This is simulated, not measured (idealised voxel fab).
Process module name: voxel capacitor over wiring
Shown is cross-section cut, with a width of 250 nm and square cells of size 5 nm.
A cross-section is a grid of square cells, given in bands from the top down. A band is one or more rows of cells. The entry gives the band's vertical extent as a top height and a bottom height in nm, then its horizontal make-up as materials from left to right, each with a width in nm. "blank" stands for empty space; a single material marked "edge to edge" fills the band edge to edge. Heights from 0 (as-received wafer is one material below). Bottom band endless downward, as "0 down". Width "30..40": first value at the band's top row of cells, second value at its bottom row, equal change from row to row. Given "nothing altered" for a step, no cell of the cross-section differs between before and after that step. "Tabulated closed voids" - sealed voids, min. 8 cells, no opening to top; format: width x height at distance (distance from left edge; nm throughout). If you see something after the settings on a step's line, that's the simulator's own remark about that step. On any step carrying a mask, the "overlay nm" setting, if present on the step's line, tells how far right of its planned place the mask lay; negative values point to the left.

List of planned process steps:
| 1 | RECEIVE [material Si] |
| 2 | CONFORMAL_DEP [material SiO2] [thk nm 10] |
| 3 | DIRECTIONAL_DEP [material TiN] [thk nm 5] |
| 4 | DIRECTIONAL_DEP [material W] [thk nm 15] |
| 5 | DIRECTIONAL_DEP [material aC] [thk nm 15] |
| 6 | PATTERN [tone cover] [mask id METAL_1] [material resist] [width nm 20] [pitch nm 70] [thk nm 30] [overlay nm 0] |
| 7 | DIRECTIONAL_ETCH [etch materials aC] [depth nm 15] |
| 8 | STRIP [etch materials resist] |
| 9 | DIRECTIONAL_ETCH [etch materials W] [depth nm 15] |
| 10 | DIRECTIONAL_ETCH [etch materials TiN] [depth nm 5] |
| 11 | STRIP [etch materials aC] |
| 12 | FILL_DEP [material lowk] [thk nm 5] |
| 13 | CMP [height nm 30] |
| 14 | CONFORMAL_DEP [material SiCN] [thk nm 5] |
| 15 | DIRECTIONAL_DEP [material lowk] [thk nm 10] |
| 16 | DIRECTIONAL_DEP [material aC] [thk nm 15] |
| 17 | PATTERN [tone open] [mask id PLUG_1] [material resist] [width nm 15] [thk nm 35] [overlay nm 0] |
| 18 | DIRECTIONAL_ETCH [etch materials aC] [depth nm 15] |
| 19 | STRIP [etch materials resist] |
| 20 | DIRECTIONAL_ETCH [etch materials lowk] [depth nm 10] |
| 21 | DIRECTIONAL_ETCH [etch materials SiCN] [depth nm 5] |
| 22 | STRIP [etch materials aC] |
| 23 | CONFORMAL_DEP [material TiN] [thk nm 5] |
| 24 | FILL_DEP [material Ru] [thk nm 10] |
| 25 | CMP [height nm 45] |
| 26 | DIRECTIONAL_DEP [material TiN] [thk nm 10] |
| 27 | DIRECTIONAL_DEP [material Al2O3] [thk nm 5] |
| 28 | DIRECTIONAL_DEP [material TiN] [thk nm 5] |
| 29 | PATTERN [tone cover] [mask id UPPER_PLATE] [material resist] [width nm 55] [thk nm 20] [overlay nm 0] |
| 30 | DIRECTIONAL_ETCH [etch materials TiN] [depth nm 5] |
| 31 | DIRECTIONAL_ETCH [etch materials Al2O3] [depth nm 5] |
| 32 | STRIP [etch materials resist] |
| 33 | PATTERN [tone cover] [mask id LOWER_PLATE] [material resist] [width nm 65] [thk nm 20] [overlay nm 0] |
| 34 | DIRECTIONAL_ETCH [etch materials TiN] [depth nm 10] |
| 35 | STRIP [etch materials resist] |
| 36 | FILL_DEP [material SiO2] [thk nm 20] |
| 37 | CMP [height nm 80] |
| 38 | MASKED_ETCH [tone open] [mask id PLUG_2] [width nm 15] [etch materials SiO2] [depth nm 15] [overlay nm 0] |
| 39 | CONFORMAL_DEP [material TiN] [thk nm 5] |
| 40 | FILL_DEP [material W] [thk nm 5] |
| 41 | CMP [height nm 80] |
| 42 | CONFORMAL_DEP [material SiCN] [thk nm 5] |

Account of the first of two wafers, which was processed as intended:

Cross-section of the wafer upon arrival, representing the state reached after step 1:
0 down | Si edge to edge
Tabulated closed voids: none

State of the wafer after step 2, shown in cross-section:
10 to 0 | SiO2 edge to edge
below 0: unchanged

State of the wafer after step 3, shown in cross-section:
15 to 10 | TiN edge to edge
below 10: unchanged

State of the wafer after step 4, shown in cross-section:
30 to 15 | W edge to edge
below 15: unchanged

State of the wafer after step 5, shown in cross-section:
45 to 30 | aC edge to edge
below 30: unchanged

State of the wafer after step 6, shown in cross-section:
75 to 45 | blank 80 nm; resist 20 nm; blank 50 nm; resist 20 nm; blank 80 nm
below 45: unchanged

State of the wafer after step 7, shown in cross-section:
60 to 45 | blank 80 nm; resist 20 nm; blank 50 nm; resist 20 nm; blank 80 nm
45 to 30 | blank 80 nm; aC 20 nm; blank 50 nm; aC 20 nm; blank 80 nm
below 30: unchanged

State of the wafer after step 8, shown in cross-section:
45 to 30 | blank 80 nm; aC 20 nm; blank 50 nm; aC 20 nm; blank 80 nm
below 30: unchanged

State of the wafer after step 9, shown in cross-section:
45 to 30 | blank 80 nm; aC 20 nm; blank 50 nm; aC 20 nm; blank 80 nm
30 to 15 | blank 80 nm; W 20 nm; blank 50 nm; W 20 nm; blank 80 nm
below 15: unchanged

State of the wafer after step 10, shown in cross-section:
45 to 30 | blank 80 nm; aC 20 nm; blank 50 nm; aC 20 nm; blank 80 nm
30 to 15 | blank 80 nm; W 20 nm; blank 50 nm; W 20 nm; blank 80 nm
15 to 10 | blank 80 nm; TiN 20 nm; blank 50 nm; TiN 20 nm; blank 80 nm
below 10: unchanged

State of the wafer after step 11, shown in cross-section:
30 to 15 | blank 80 nm; W 20 nm; blank 50 nm; W 20 nm; blank 80 nm
below 15: unchanged

State of the wafer after step 12, shown in cross-section:
35 to 30 | lowk edge to edge
30 to 15 | lowk 80 nm; W 20 nm; lowk 50 nm; W 20 nm; lowk 80 nm
15 to 10 | lowk 80 nm; TiN 20 nm; lowk 50 nm; TiN 20 nm; lowk 80 nm
below 10: unchanged

State of the wafer after step 13, shown in cross-section:
30 to 15 | lowk 80 nm; W 20 nm; lowk 50 nm; W 20 nm; lowk 80 nm
below 15: unchanged

State of the wafer after step 14, shown in cross-section:
35 to 30 | SiCN edge to edge
below 30: unchanged

State of the wafer after step 15, shown in cross-section:
45 to 35 | lowk edge to edge
below 35: unchanged

State of the wafer after step 16, shown in cross-section:
60 to 45 | aC edge to edge
below 45: unchanged

State of the wafer after step 17, shown in cross-section:
95 to 60 | resist 85 nm; blank 15 nm; resist 150 nm
below 60: unchanged

State of the wafer after step 18, shown in cross-section:
80 to 60 | resist 85 nm; blank 15 nm; resist 150 nm
60 to 45 | aC 85 nm; blank 15 nm; aC 150 nm
below 45: unchanged

State of the wafer after step 19, shown in cross-section:
60 to 45 | aC 85 nm; blank 15 nm; aC 150 nm
below 45: unchanged

State of the wafer after step 20, shown in cross-section:
60 to 45 | aC 85 nm; blank 15 nm; aC 150 nm
45 to 35 | lowk 85 nm; blank 15 nm; lowk 150 nm
below 35: unchanged

State of the wafer after step 21, shown in cross-section:
60 to 45 | aC 85 nm; blank 15 nm; aC 150 nm
45 to 35 | lowk 85 nm; blank 15 nm; lowk 150 nm
35 to 30 | SiCN 85 nm; blank 15 nm; SiCN 150 nm
below 30: unchanged

State of the wafer after step 22, shown in cross-section:
45 to 35 | lowk 85 nm; blank 15 nm; lowk 150 nm
below 35: unchanged

State of the wafer after step 23, shown in cross-section:
50 to 45 | TiN 90 nm; blank 5 nm; TiN 155 nm
45 to 35 | lowk 85 nm; TiN 5 nm; blank 5 nm; TiN 5 nm; lowk 150 nm
35 to 30 | SiCN 85 nm; TiN 15 nm; SiCN 150 nm
below 30: unchanged

State of the wafer after step 24, shown in cross-section:
60 to 50 | Ru edge to edge
50 to 45 | TiN 90 nm; Ru 5 nm; TiN 155 nm
45 to 35 | lowk 85 nm; TiN 5 nm; Ru 5 nm; TiN 5 nm; lowk 150 nm
below 35: unchanged

State of the wafer after step 25, shown in cross-section:
45 to 35 | lowk 85 nm; TiN 5 nm; Ru 5 nm; TiN 5 nm; lowk 150 nm
below 35: unchanged

State of the wafer after step 26, shown in cross-section:
55 to 45 | TiN edge to edge
below 45: unchanged

State of the wafer after step 27, shown in cross-section:
60 to 55 | Al2O3 edge to edge
below 55: unchanged

State of the wafer after step 28, shown in cross-section:
65 to 60 | TiN edge to edge
below 60: unchanged

State of the wafer after step 29, shown in cross-section:
85 to 65 | blank 85 nm; resist 55 nm; blank 110 nm
below 65: unchanged

State of the wafer after step 30, shown in cross-section:
85 to 65 | blank 85 nm; resist 55 nm; blank 110 nm
65 to 60 | blank 85 nm; TiN 55 nm; blank 110 nm
below 60: unchanged

State of the wafer after step 31, shown in cross-section:
85 to 65 | blank 85 nm; resist 55 nm; blank 110 nm
65 to 60 | blank 85 nm; TiN 55 nm; blank 110 nm
60 to 55 | blank 85 nm; Al2O3 55 nm; blank 110 nm
below 55: unchanged

State of the wafer after step 32, shown in cross-section:
65 to 60 | blank 85 nm; TiN 55 nm; blank 110 nm
below 60: unchanged

State of the wafer after step 33, shown in cross-section:
85 to 65 | blank 80 nm; resist 65 nm; blank 105 nm
65 to 60 | blank 80 nm; resist 5 nm; TiN 55 nm; resist 5 nm; blank 105 nm
60 to 55 | blank 80 nm; resist 5 nm; Al2O3 55 nm; resist 5 nm; blank 105 nm
below 55: unchanged

State of the wafer after step 34, shown in cross-section:
85 to 65 | blank 80 nm; resist 65 nm; blank 105 nm
65 to 60 | blank 80 nm; resist 5 nm; TiN 55 nm; resist 5 nm; blank 105 nm
60 to 55 | blank 80 nm; resist 5 nm; Al2O3 55 nm; resist 5 nm; blank 105 nm
55 to 45 | blank 80 nm; TiN 65 nm; blank 105 nm
below 45: unchanged

State of the wafer after step 35, shown in cross-section:
65 to 60 | blank 85 nm; TiN 55 nm; blank 110 nm
60 to 55 | blank 85 nm; Al2O3 55 nm; blank 110 nm
below 55: unchanged

State of the wafer after step 36, shown in cross-section:
85 to 65 | SiO2 edge to edge
65 to 60 | SiO2 85 nm; TiN 55 nm; SiO2 110 nm
60 to 55 | SiO2 85 nm; Al2O3 55 nm; SiO2 110 nm
55 to 45 | SiO2 80 nm; TiN 65 nm; SiO2 105 nm
below 45: unchanged

State of the wafer after step 37, shown in cross-section:
80 to 65 | SiO2 edge to edge
below 65: unchanged

State of the wafer after step 38, shown in cross-section:
80 to 65 | SiO2 95 nm; blank 15 nm; SiO2 140 nm
below 65: unchanged

State of the wafer after step 39, shown in cross-section:
85 to 80 | TiN 100 nm; blank 5 nm; TiN 145 nm
80 to 70 | SiO2 95 nm; TiN 5 nm; blank 5 nm; TiN 5 nm; SiO2 140 nm
70 to 60 | SiO2 95..85 nm; TiN 15..55 nm; SiO2 140..110 nm
below 60: unchanged

State of the wafer after step 40, shown in cross-section:
90 to 85 | W edge to edge
85 to 80 | TiN 100 nm; W 5 nm; TiN 145 nm
80 to 70 | SiO2 95 nm; TiN 5 nm; W 5 nm; TiN 5 nm; SiO2 140 nm
below 70: unchanged

State of the wafer after step 41, shown in cross-section:
80 to 70 | SiO2 95 nm; TiN 5 nm; W 5 nm; TiN 5 nm; SiO2 140 nm
below 70: unchanged

State of the wafer after step 42, shown in cross-section:
85 to 80 | SiCN edge to edge
below 80: unchanged

Wafer two. Identical start, identical plan. One mistake in execution. Identical history through step 26:

Cross-sectional representation of the second wafer at the time designated in the plan for the completion of step 27:
60 to 45 | TiN edge to edge
below 45: unchanged

Cross-sectional representation of the second wafer at the time designated in the plan for the completion of step 28:
65 to 60 | Al2O3 edge to edge
below 60: unchanged

Cross-sectional representation of the second wafer at the time designated in the plan for the completion of step 29:
85 to 65 | blank 85 nm; resist 55 nm; blank 110 nm
below 65: unchanged

Cross-sectional representation of the second wafer at the time designated in the plan for the completion of step 30: nothing altered

Cross-sectional representation of the second wafer at the time designated in the plan for the completion of step 31:
85 to 65 | blank 85 nm; resist 55 nm; blank 110 nm
65 to 60 | blank 85 nm; Al2O3 55 nm; blank 110 nm
below 60: unchanged

Cross-sectional representation of the second wafer at the time designated in the plan for the completion of step 32:
65 to 60 | blank 85 nm; Al2O3 55 nm; blank 110 nm
below 60: unchanged

Cross-sectional representation of the second wafer at the time designated in the plan for the completion of step 33:
85 to 65 | blank 80 nm; resist 65 nm; blank 105 nm
65 to 60 | blank 80 nm; resist 5 nm; Al2O3 55 nm; resist 5 nm; blank 105 nm
below 60: unchanged

Cross-sectional representation of the second wafer at the time designated in the plan for the completion of step 34:
85 to 65 | blank 80 nm; resist 65 nm; blank 105 nm
65 to 60 | blank 80 nm; resist 5 nm; Al2O3 55 nm; resist 5 nm; blank 105 nm
60 to 50 | blank 80 nm; TiN 65 nm; blank 105 nm
below 50: unchanged

Cross-sectional representation of the second wafer at the time designated in the plan for the completion of step 35:
65 to 60 | blank 85 nm; Al2O3 55 nm; blank 110 nm
below 60: unchanged

Cross-sectional representation of the second wafer at the time designated in the plan for the completion of step 36:
85 to 65 | SiO2 edge to edge
65 to 60 | SiO2 85 nm; Al2O3 55 nm; SiO2 110 nm
60 to 50 | SiO2 80 nm; TiN 65 nm; SiO2 105 nm
below 50: unchanged

Cross-sectional representation of the second wafer at the time designated in the plan for the completion of step 37:
80 to 65 | SiO2 edge to edge
below 65: unchanged

Cross-sectional representation of the second wafer at the time designated in the plan for the completion of step 38:
80 to 65 | SiO2 95 nm; blank 15 nm; SiO2 140 nm
below 65: unchanged

Cross-sectional representation of the second wafer at the time designated in the plan for the completion of step 39:
85 to 80 | TiN 100 nm; blank 5 nm; TiN 145 nm
80 to 70 | SiO2 95 nm; TiN 5 nm; blank 5 nm; TiN 5 nm; SiO2 140 nm
70 to 65 | SiO2 95 nm; TiN 15 nm; SiO2 140 nm
below 65: unchanged

Cross-sectional representation of the second wafer at the time designated in the plan for the completion of step 40:
90 to 85 | W edge to edge
85 to 80 | TiN 100 nm; W 5 nm; TiN 145 nm
80 to 70 | SiO2 95 nm; TiN 5 nm; W 5 nm; TiN 5 nm; SiO2 140 nm
below 70: unchanged

Cross-sectional representation of the second wafer at the time designated in the plan for the completion of step 41:
80 to 70 | SiO2 95 nm; TiN 5 nm; W 5 nm; TiN 5 nm; SiO2 140 nm
below 70: unchanged

Cross-sectional representation of the second wafer at the time designated in the plan for the completion of step 42:
85 to 80 | SiCN edge to edge
below 80: unchanged
Where did the run depart from the plan? the run placed steps 27 and 28 each in the position the plan gave to the other
At the finish, the second wafer shows more or fewer cells for some materials than the first does: 39 fewer of SiO2; 39 more of TiN
